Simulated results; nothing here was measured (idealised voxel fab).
The name of this process module is voxel quadruple lines.
Cross-section cut: width 285 nm, square cells of 5 nm.
Cross-sections here: square-cell grids, written as top-down lists of bands, a band being one or more rows of cells.
Read a band's entry like this: the first values are the height of its top and the height of its bottom in nm, and what follows is the sequence of materials from left to right, each with its width in nm. Note that "blank" is empty space, and that a single material marked "throughout" reaches across the band from edge to edge.
Height is counted from the level 0, under which the received wafer is composed throughout of one material. The lowest of the bands is not closed at the bottom but continues downward, in the notation "0 down".
With a width like "30..40", each row of cells in the band differs from the next by the same amount, the top row carrying the first number and the bottom row the second.
For the purposes of this document, the phrase "left unchanged" attached to a step denotes that no cell within the cross-section was modified by that step.
The entry "Sealed void inventory" lists the empty spaces that cover at least 8 cells and have no open path to the top. Each is written as width x height at distance, where the distance is measured from the left edge and all three values are in nm.
On a step's line, text after the settings is the simulator commenting on that step.
"overlay nm" answers the question of how far to the right of plan the mask lay on a step that has a mask, and when it is negative the answer is to the left.
Reading guide: pairs of cross-sections, before and after one process step; after view cut off at lowest changed band; step and settings listed under each pair. Pairs may stem from different runs of this module on the same starting wafer; continuity with the pair above only where the "Pre-process cross-section" entry states it.
**Pre-process cross-section**
    65 to 40: 90 nm blank  30 nm aC  50 nm blank  30 nm aC  85 nm blank
    40 to 20: polySi throughout
    20 to 10: W throughout
    10 to 0: Al2O3 throughout
    0 down: Si throughout
    Sealed void inventory: none
**After the Step**
    75 to 65: 80 nm blank  50 nm SiO2  30 nm blank  50 nm SiO2  75 nm blank
    65 to 50: 80 nm blank  10 nm SiO2  30 nm aC  10 nm SiO2  30 nm blank  10 nm SiO2  30 nm aC  10 nm SiO2  75 nm blank
    50 to 40: 90 nm SiO2  30 nm aC  50 nm SiO2  30 nm aC  85 nm SiO2
    Below 40, the layers are the same as they were.
    Sealed void inventory: none
The process step bridging the two cross-sections above: CONFORMAL_DEP [material SiO2] [thk nm 10]
Pre-process cross-section: nothing new to draw here, it's the after view of the pair just above.
**After the Step**
    65 to 40: 80 nm blank  10 nm SiO2  30 nm aC  10 nm SiO2  30 nm blank  10 nm SiO2  30 nm aC  10 nm SiO2  75 nm blank
    Below 40, the layers are the same as they were.
    Sealed void inventory: none
The process step bridging the two cross-sections above: DIRECTIONAL_ETCH [etch materials SiO2] [depth nm 10]
Pre-process cross-section: nothing new to draw here, it's the after view of the pair just above.
**After the Step**
    65 to 40: 80 nm blank  10 nm SiO2  30 nm blank  10 nm SiO2  30 nm blank  10 nm SiO2  30 nm blank  10 nm SiO2  75 nm blank
    Below 40, the layers are the same as they were.
    Sealed void inventory: none
The process step bridging the two cross-sections above: STRIP [etch materials aC]
Pre-process cross-section: nothing new to draw here, it's the after view of the pair just above.
**After the Step**
    65 to 40: 80 nm blank  10 nm SiO2  30 nm blank  10 nm SiO2  30 nm blank  10 nm SiO2  30 nm blank  10 nm SiO2  75 nm blank
    40 to 20: 80 nm blank  10 nm polySi  30 nm blank  10 nm polySi  30 nm blank  10 nm polySi  30 nm blank  10 nm polySi  75 nm blank
    Below 20, the layers are the same as they were.
    Sealed void inventory: none
The process step bridging the two cross-sections above: DIRECTIONAL_ETCH [etch materials polySi] [depth nm 20]
Pre-process cross-section: nothing new to draw here, it's the after view of the pair just above.
**After the Step**
    40 to 20: 80 nm blank  10 nm polySi  30 nm blank  10 nm polySi  30 nm blank  10 nm polySi  30 nm blank  10 nm polySi  75 nm blank
    Below 20, the layers are the same as they were.
    Sealed void inventory: none
The process step bridging the two cross-sections above: STRIP [etch materials SiO2]
Pre-process cross-section: nothing new to draw here, it's the after view of the pair just above.
**After the Step**
    50 to 40: 70 nm blank  30 nm SiCN  10 nm blank  30 nm SiCN  10 nm blank  30 nm SiCN  10 nm blank  30 nm SiCN  65 nm blank
    40 to 30: 70 nm blank  10 nm SiCN  10 nm polySi  10 nm SiCN  10 nm blank  10 nm SiCN  10 nm polySi  10 nm SiCN  10 nm blank  10 nm SiCN  10 nm polySi  10 nm SiCN  10 nm blank  10 nm SiCN  10 nm polySi  10 nm SiCN  65 nm blank
    30 to 20: 80 nm SiCN  10 nm polySi  30 nm SiCN  10 nm polySi  30 nm SiCN  10 nm polySi  30 nm SiCN  10 nm polySi  75 nm SiCN
    Below 20, the layers are the same as they were.
    Sealed void inventory: none
The process step bridging the two cross-sections above: CONFORMAL_DEP [material SiCN] [thk nm 10]
Pre-process cross-section: nothing new to draw here, it's the after view of the pair just above.
**After the Step**
    40 to 20: 70 nm blank  10 nm SiCN  10 nm polySi  10 nm SiCN  10 nm blank  10 nm SiCN  10 nm polySi  10 nm SiCN  10 nm blank  10 nm SiCN  10 nm polySi  10 nm SiCN  10 nm blank  10 nm SiCN  10 nm polySi  10 nm SiCN  65 nm blank
    Below 20, the layers are the same as they were.
    Sealed void inventory: none
The process step bridging the two cross-sections above: DIRECTIONAL_ETCH [etch materials SiCN] [depth nm 10]
Pre-process cross-section: nothing new to draw here, it's the after view of the pair just above.
**After the Step**
    40 to 20: 70 nm blank  10 nm SiCN  10 nm blank  10 nm SiCN  10 nm blank  10 nm SiCN  10 nm blank  10 nm SiCN  10 nm blank  10 nm SiCN  10 nm blank  10 nm SiCN  10 nm blank  10 nm SiCN  10 nm blank  10 nm SiCN  65 nm blank
    Below 20, the layers are the same as they were.
    Sealed void inventory: none
The process step bridging the two cross-sections above: STRIP [etch materials polySi]
Pre-process cross-section: nothing new to draw here, it's the after view of the pair just above.
**After the Step**
    40 to 20: 70 nm blank  10 nm SiCN  10 nm blank  10 nm SiCN  10 nm blank  10 nm SiCN  10 nm blank  10 nm SiCN  10 nm blank  10 nm SiCN  10 nm blank  10 nm SiCN  10 nm blank  10 nm SiCN  10 nm blank  10 nm SiCN  65 nm blank
    20 to 10: 70 nm blank  10 nm W  10 nm blank  10 nm W  10 nm blank  10 nm W  10 nm blank  10 nm W  10 nm blank  10 nm W  10 nm blank  10 nm W  10 nm blank  10 nm W  10 nm blank  10 nm W  65 nm blank
    Below 10, the layers are the same as they were.
    Sealed void inventory: none
The process step bridging the two cross-sections above: DIRECTIONAL_ETCH [etch materials W] [depth nm 10]
Pre-process cross-section: nothing new to draw here, it's the after view of the pair just above.
**After the Step**
    20 to 10: 70 nm blank  10 nm W  10 nm blank  10 nm W  10 nm blank  10 nm W  10 nm blank  10 nm W  10 nm blank  10 nm W  10 nm blank  10 nm W  10 nm blank  10 nm W  10 nm blank  10 nm W  65 nm blank
    Below 10, the layers are the same as they were.
    Sealed void inventory: none
The process step bridging the two cross-sections above: STRIP [etch materials SiCN]
**Pre-process cross-section**
    40 to 20: polySi throughout
    20 to 10: W throughout
    10 to 0: Al2O3 throughout
    0 down: Si throughout
    Sealed void inventory: none
**After the Step**
    65 to 40: Al2O3 throughout
    Below 40, the layers are the same as they were.
    Sealed void inventory: none
The process step bridging the two cross-sections above: DIRECTIONAL_DEP [material Al2O3] [thk nm 25]
Pre-process cross-section: nothing new to draw here, it's the after view of the pair just above.
**After the Step**
    100 to 65: 85 nm blank  30 nm resist  50 nm blank  30 nm resist  90 nm blank
    Below 65, the layers are the same as they were.
    Sealed void inventory: none
The process step bridging the two cross-sections above: PATTERN [tone cover] [mask id MANDREL] [material resist] [width nm 30] [pitch nm 80] [thk nm 35] [overlay nm 0]
Pre-process cross-section: nothing new to draw here, it's the after view of the pair just above.
**After the Step**
    75 to 65: 85 nm blank  30 nm resist  50 nm blank  30 nm resist  90 nm blank
    Below 65, the layers are the same as they were.
    Sealed void inventory: none
The process step bridging the two cross-sections above: DIRECTIONAL_ETCH [etch materials aC] [depth nm 25]
Pre-process cross-section: nothing new to draw here, it's the after view of the pair just above.
**After the Step**
    65 to 40: Al2O3 throughout
    Below 40, the layers are the same as they were.
    Sealed void inventory: none
The process step bridging the two cross-sections above: STRIP [etch materials resist]
Pre-process cross-section: nothing new to draw here, it's the after view of the pair just above.
**After the Step**
    75 to 65: SiO2 throughout
    Below 65, the layers are the same as they were.
    Sealed void inventory: none
The process step bridging the two cross-sections above: CONFORMAL_DEP [material SiO2] [thk nm 10]
Pre-process cross-section: nothing new to draw here, it's the after view of the pair just above.
**After the Step**
    65 to 40: Al2O3 throughout
    Below 40, the layers are the same as they were.
    Sealed void inventory: none
The process step bridging the two cross-sections above: DIRECTIONAL_ETCH [etch materials SiO2] [depth nm 10]
Pre-process cross-section: nothing new to draw here, it's the after view of the pair just above.
**After the Step**
    75 to 65: SiCN throughout
    Below 65, the layers are the same as they were.
    Sealed void inventory: none
The process step bridging the two cross-sections above: CONFORMAL_DEP [material SiCN] [thk nm 10]
Pre-process cross-section: nothing new to draw here, it's the after view of the pair just above.
**After the Step**
    65 to 40: Al2O3 throughout
    Below 40, the layers are the same as they were.
    Sealed void inventory: none
The process step bridging the two cross-sections above: DIRECTIONAL_ETCH [etch materials SiCN] [depth nm 10]
**Pre-process cross-section**
    65 to 40: aC throughout
    40 to 20: polySi throughout
    20 to 10: W throughout
    10 to 0: Al2O3 throughout
    0 down: Si throughout
    Sealed void inventory: none
**After the Step**
    100 to 65: 85 nm resist  30 nm blank  50 nm resist  30 nm blank  90 nm resist
    Below 65, the layers are the same as they were.
    Sealed void inventory: none
The process step bridging the two cross-sections above: PATTERN [tone open] [mask id MANDREL] [material resist] [width nm 30] [pitch nm 80] [thk nm 35] [overlay nm 0]
Pre-process cross-section: nothing new to draw here, it's the after view of the pair just above.
**After the Step**
    75 to 65: 85 nm resist  30 nm blank  50 nm resist  30 nm blank  90 nm resist
    65 to 40: 85 nm aC  30 nm blank  50 nm aC  30 nm blank  90 nm aC
    Below 40, the layers are the same as they were.
    Sealed void inventory: none
The process step bridging the two cross-sections above: DIRECTIONAL_ETCH [etch materials aC] [depth nm 25]
Pre-process cross-section: nothing new to draw here, it's the after view of the pair just above.
**After the Step**
    65 to 40: 85 nm aC  30 nm blank  50 nm aC  30 nm blank  90 nm aC
    Below 40, the layers are the same as they were.
    Sealed void inventory: none
The process step bridging the two cross-sections above: STRIP [etch materials resist]
Pre-process cross-section: nothing new to draw here, it's the after view of the pair just above.
**After the Step**
    75 to 65: 95 nm SiO2  10 nm blank  70 nm SiO2  10 nm blank  100 nm SiO2
    65 to 50: 85 nm aC  10 nm SiO2  10 nm blank  10 nm SiO2  50 nm aC  10 nm SiO2  10 nm blank  10 nm SiO2  90 nm aC
    50 to 40: 85 nm aC  30 nm SiO2  50 nm aC  30 nm SiO2  90 nm aC
    Below 40, the layers are the same as they were.
    Sealed void inventory: none
The process step bridging the two cross-sections above: CONFORMAL_DEP [material SiO2] [thk nm 10]
Pre-process cross-section: nothing new to draw here, it's the after view of the pair just above.
**After the Step**
    65 to 40: 85 nm aC  10 nm SiO2  10 nm blank  10 nm SiO2  50 nm aC  10 nm SiO2  10 nm blank  10 nm SiO2  90 nm aC
    Below 40, the layers are the same as they were.
    Sealed void inventory: none
The process step bridging the two cross-sections above: DIRECTIONAL_ETCH [etch materials SiO2] [depth nm 10]
Pre-process cross-section: nothing new to draw here, it's the after view of the pair just above.
**After the Step**
    65 to 40: 85 nm blank  10 nm SiO2  10 nm blank  10 nm SiO2  50 nm blank  10 nm SiO2  10 nm blank  10 nm SiO2  90 nm blank
    Below 40, the layers are the same as they were.
    Sealed void inventory: none
The process step bridging the two cross-sections above: STRIP [etch materials aC]
Pre-process cross-section: nothing new to draw here, it's the after view of the pair just above.
**After the Step**
    65 to 40: 85 nm blank  10 nm SiO2  10 nm blank  10 nm SiO2  50 nm blank  10 nm SiO2  10 nm blank  10 nm SiO2  90 nm blank
    40 to 20: 85 nm blank  10 nm polySi  10 nm blank  10 nm polySi  50 nm blank  10 nm polySi  10 nm blank  10 nm polySi  90 nm blank
    Below 20, the layers are the same as they were.
    Sealed void inventory: none
The process step bridging the two cross-sections above: DIRECTIONAL_ETCH [etch materials polySi] [depth nm 20]
Pre-process cross-section: nothing new to draw here, it's the after view of the pair just above.
**After the Step**
    40 to 20: 85 nm blank  10 nm polySi  10 nm blank  10 nm polySi  50 nm blank  10 nm polySi  10 nm blank  10 nm polySi  90 nm blank
    Below 20, the layers are the same as they were.
    Sealed void inventory: none
The process step bridging the two cross-sections above: STRIP [etch materials SiO2]
Pre-process cross-section: nothing new to draw here, it's the after view of the pair just above.
**After the Step**
    50 to 40: 75 nm blank  50 nm SiCN  30 nm blank  50 nm SiCN  80 nm blank
    40 to 30: 75 nm blank  10 nm SiCN  10 nm polySi  10 nm SiCN  10 nm polySi  10 nm SiCN  30 nm blank  10 nm SiCN  10 nm polySi  10 nm SiCN  10 nm polySi  10 nm SiCN  80 nm blank
    30 to 20: 85 nm SiCN  10 nm polySi  10 nm SiCN  10 nm polySi  50 nm SiCN  10 nm polySi  10 nm SiCN  10 nm polySi  90 nm SiCN
    Below 20, the layers are the same as they were.
    Sealed void inventory: none
The process step bridging the two cross-sections above: CONFORMAL_DEP [material SiCN] [thk nm 10]
Pre-process cross-section: nothing new to draw here, it's the after view of the pair just above.
**After the Step**
    40 to 20: 75 nm blank  10 nm SiCN  10 nm polySi  10 nm SiCN  10 nm polySi  10 nm SiCN  30 nm blank  10 nm SiCN  10 nm polySi  10 nm SiCN  10 nm polySi  10 nm SiCN  80 nm blank
    Below 20, the layers are the same as they were.
    Sealed void inventory: none
The process step bridging the two cross-sections above: DIRECTIONAL_ETCH [etch materials SiCN] [depth nm 10]
Pre-process cross-section: nothing new to draw here, it's the after view of the pair just above.
**After the Step**
    40 to 20: 75 nm blank  10 nm SiCN  10 nm blank  10 nm SiCN  10 nm blank  10 nm SiCN  30 nm blank  10 nm SiCN  10 nm blank  10 nm SiCN  10 nm blank  10 nm SiCN  80 nm blank
    Below 20, the layers are the same as they were.
    Sealed void inventory: none
The process step bridging the two cross-sections above: STRIP [etch materials polySi]
Pre-process cross-section: nothing new to draw here, it's the after view of the pair just above.
**After the Step**
    40 to 20: 75 nm blank  10 nm SiCN  10 nm blank  10 nm SiCN  10 nm blank  10 nm SiCN  30 nm blank  10 nm SiCN  10 nm blank  10 nm SiCN  10 nm blank  10 nm SiCN  80 nm blank
    20 to 10: 75 nm blank  10 nm W  10 nm blank  10 nm W  10 nm blank  10 nm W  30 nm blank  10 nm W  10 nm blank  10 nm W  10 nm blank  10 nm W  80 nm blank
    Below 10, the layers are the same as they were.
    Sealed void inventory: none
The process step bridging the two cross-sections above: DIRECTIONAL_ETCH [etch materials W] [depth nm 10]
Pre-process cross-section: nothing new to draw here, it's the after view of the pair just above.
**After the Step**
    20 to 10: 75 nm blank  10 nm W  10 nm blank  10 nm W  10 nm blank  10 nm W  30 nm blank  10 nm W  10 nm blank  10 nm W  10 nm blank  10 nm W  80 nm blank
    Below 10, the layers are the same as they were.
    Sealed void inventory: none
The process step bridging the two cross-sections above: STRIP [etch materials SiCN]
